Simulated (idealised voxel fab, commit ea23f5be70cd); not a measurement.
You're looking at the process module voxel ribs on slabs.
Xsec cut, 200 nm wide, square cell size 5 nm.
Cross-section, as written here: a square-cell grid given band by band from the top down, where a band holds one or more rows of cells.
Quick guide to a band line: top height, bottom height (nm) up front; then every material left to right with its width in nm. Only one material and it's marked "full width"? Then it fills the band edge to edge. And "air" just means empty space.
Heads up on the height convention: 0 is the point under which the incoming wafer is all one material, and the lowest band has no bottom, it just keeps going down, like "0 nm and below".
Read "30 to 40" as a graded width: first number on top, second number at the bottom, same change between each pair of neighbouring rows.
Where the words "left unchanged" appear for a step, the cross-section shows no cell changed by that step; every cell remained as before.
You'll see "Voids, fully enclosed" listing empty spaces that have no way open to the top, as long as they're 8 cells or more; the notation is width x height at distance, where the distance is from the left edge, and all of it is in nm.
after a step's settings: what the simulator itself notes on the step
What "overlay nm" on a step's line means: if the step has a mask, that mask lay this far to the right of its planned place, or, when the value is negative, to the left.
STEPS IN THE PROCESS PLAN
1 RECEIVE,material Si
2 DIRECTIONAL_DEP,material SiO2,thk nm 25
3 DIRECTIONAL_DEP,material polySi,thk nm 25
4 PATTERN,tone cover,mask id RIB,material resist,width nm 15,thk nm 15,overlay nm 0
5 DIRECTIONAL_ETCH,etch materials polySi,depth nm 15
6 STRIP,etch materials resist
7 PATTERN,tone cover,mask id SLAB,material resist,width nm 45,thk nm 20,overlay nm 0
8 DIRECTIONAL_ETCH,etch materials polySi,depth nm 10
9 STRIP,etch materials resist
10 FILL_DEP,material SiO2,thk nm 25
11 CMP,height nm 70
12 DIRECTIONAL_DEP,material W,thk nm 5
13 DIRECTIONAL_DEP,material aC,thk nm 10
14 PATTERN,tone cover,mask id HEATER,material resist,width nm 25,thk nm 25,overlay nm 0
15 DIRECTIONAL_ETCH,etch materials aC,depth nm 10
16 STRIP,etch materials resist
17 DIRECTIONAL_ETCH,etch materials W,depth nm 5
18 STRIP,etch materials aC
19 CONFORMAL_DEP,material SiN,thk nm 5
FIRST OF THE TWO WAFERS, RUN PER PLAN
HERE'S WHAT THE WAFER LOOKED LIKE IN CROSS-SECTION WHEN IT ARRIVED - THAT'S AFTER STEP 1
  0 nm and below | Si full width
  Voids, fully enclosed: none
THE WAFER IN CROSS-SECTION ONCE STEP 2 IS COMPLETE
  25 nm to 0 nm | SiO2 full width
  Everything below 0 is unchanged.
THE WAFER IN CROSS-SECTION ONCE STEP 3 IS COMPLETE
  50 nm to 25 nm | polySi full width
  Everything below 25 is unchanged.
THE WAFER IN CROSS-SECTION ONCE STEP 4 IS COMPLETE
  65 nm to 50 nm | air: 90  resist: 15  air: 95
  Everything below 50 is unchanged.
THE WAFER IN CROSS-SECTION ONCE STEP 5 IS COMPLETE
  65 nm to 50 nm | air: 90  resist: 15  air: 95
  50 nm to 35 nm | air: 90  polySi: 15  air: 95
  Everything below 35 is unchanged.
THE WAFER IN CROSS-SECTION ONCE STEP 6 IS COMPLETE
  50 nm to 35 nm | air: 90  polySi: 15  air: 95
  Everything below 35 is unchanged.
THE WAFER IN CROSS-SECTION ONCE STEP 7 IS COMPLETE
  70 nm to 50 nm | air: 75  resist: 45  air: 80
  50 nm to 35 nm | air: 75  resist: 15  polySi: 15  resist: 15  air: 80
  Everything below 35 is unchanged.
THE WAFER IN CROSS-SECTION ONCE STEP 8 IS COMPLETE
  70 nm to 50 nm | air: 75  resist: 45  air: 80
  50 nm to 35 nm | air: 75  resist: 15  polySi: 15  resist: 15  air: 80
  35 nm to 25 nm | air: 75  polySi: 45  air: 80
  Everything below 25 is unchanged.
THE WAFER IN CROSS-SECTION ONCE STEP 9 IS COMPLETE
  50 nm to 35 nm | air: 90  polySi: 15  air: 95
  Everything below 35 is unchanged.
THE WAFER IN CROSS-SECTION ONCE STEP 10 IS COMPLETE
  75 nm to 50 nm | SiO2 full width
  50 nm to 35 nm | SiO2: 90  polySi: 15  SiO2: 95
  35 nm to 25 nm | SiO2: 75  polySi: 45  SiO2: 80
  Everything below 25 is unchanged.
THE WAFER IN CROSS-SECTION ONCE STEP 11 IS COMPLETE
  70 nm to 50 nm | SiO2 full width
  Everything below 50 is unchanged.
THE WAFER IN CROSS-SECTION ONCE STEP 12 IS COMPLETE
  75 nm to 70 nm | W full width
  Everything below 70 is unchanged.
THE WAFER IN CROSS-SECTION ONCE STEP 13 IS COMPLETE
  85 nm to 75 nm | aC full width
  Everything below 75 is unchanged.
THE WAFER IN CROSS-SECTION ONCE STEP 14 IS COMPLETE
  110 nm to 85 nm | air: 85  resist: 25  air: 90
  Everything below 85 is unchanged.
THE WAFER IN CROSS-SECTION ONCE STEP 15 IS COMPLETE
  100 nm to 85 nm | air: 85  resist: 25  air: 90
  85 nm to 75 nm | air: 85  aC: 25  air: 90
  Everything below 75 is unchanged.
THE WAFER IN CROSS-SECTION ONCE STEP 16 IS COMPLETE
  85 nm to 75 nm | air: 85  aC: 25  air: 90
  Everything below 75 is unchanged.
THE WAFER IN CROSS-SECTION ONCE STEP 17 IS COMPLETE
  85 nm to 75 nm | air: 85  aC: 25  air: 90
  75 nm to 70 nm | air: 85  W: 25  air: 90
  Everything below 70 is unchanged.
THE WAFER IN CROSS-SECTION ONCE STEP 18 IS COMPLETE
  75 nm to 70 nm | air: 85  W: 25  air: 90
  Everything below 70 is unchanged.
THE WAFER IN CROSS-SECTION ONCE STEP 19 IS COMPLETE
  80 nm to 75 nm | air: 80  SiN: 35  air: 85
  75 nm to 70 nm | SiN: 85  W: 25  SiN: 90
  Everything below 70 is unchanged.
SECOND WAFER, SAME STARTING CONDITIONS AND RECIPE AS THE FIRST, ONE MISTAKE IN EXECUTING IT, NOTHING DIFFERS FROM THE FIRST UP TO AND INCLUDING STEP 13
CROSS-SECTION: SECOND WAFER, TIME AT WHICH STEP 14 WAS SCHEDULED TO END
  110 nm to 85 nm | air: 80  resist: 35  air: 85
  Everything below 85 is unchanged.
CROSS-SECTION: SECOND WAFER, TIME AT WHICH STEP 15 WAS SCHEDULED TO END
  100 nm to 85 nm | air: 80  resist: 35  air: 85
  85 nm to 75 nm | air: 80  aC: 35  air: 85
  Everything below 75 is unchanged.
CROSS-SECTION: SECOND WAFER, TIME AT WHICH STEP 16 WAS SCHEDULED TO END
  85 nm to 75 nm | air: 80  aC: 35  air: 85
  Everything below 75 is unchanged.
CROSS-SECTION: SECOND WAFER, TIME AT WHICH STEP 17 WAS SCHEDULED TO END
  85 nm to 75 nm | air: 80  aC: 35  air: 85
  75 nm to 70 nm | air: 80  W: 35  air: 85
  Everything below 70 is unchanged.
CROSS-SECTION: SECOND WAFER, TIME AT WHICH STEP 18 WAS SCHEDULED TO END
  75 nm to 70 nm | air: 80  W: 35  air: 85
  Everything below 70 is unchanged.
CROSS-SECTION: SECOND WAFER, TIME AT WHICH STEP 19 WAS SCHEDULED TO END
  80 nm to 75 nm | air: 75  SiN: 45  air: 80
  75 nm to 70 nm | SiN: 80  W: 35  SiN: 85
  Everything below 70 is unchanged.
The plan and the run diverged here: step 14 deviated from plan and actually ran as PATTERN,tone cover,mask id HEATER,material resist,width nm 35,thk nm 25,overlay nm 0
Upon completion, the second wafer contains, in terms of cells, a greater or smaller amount of certain materials than the first wafer: W: 2 more
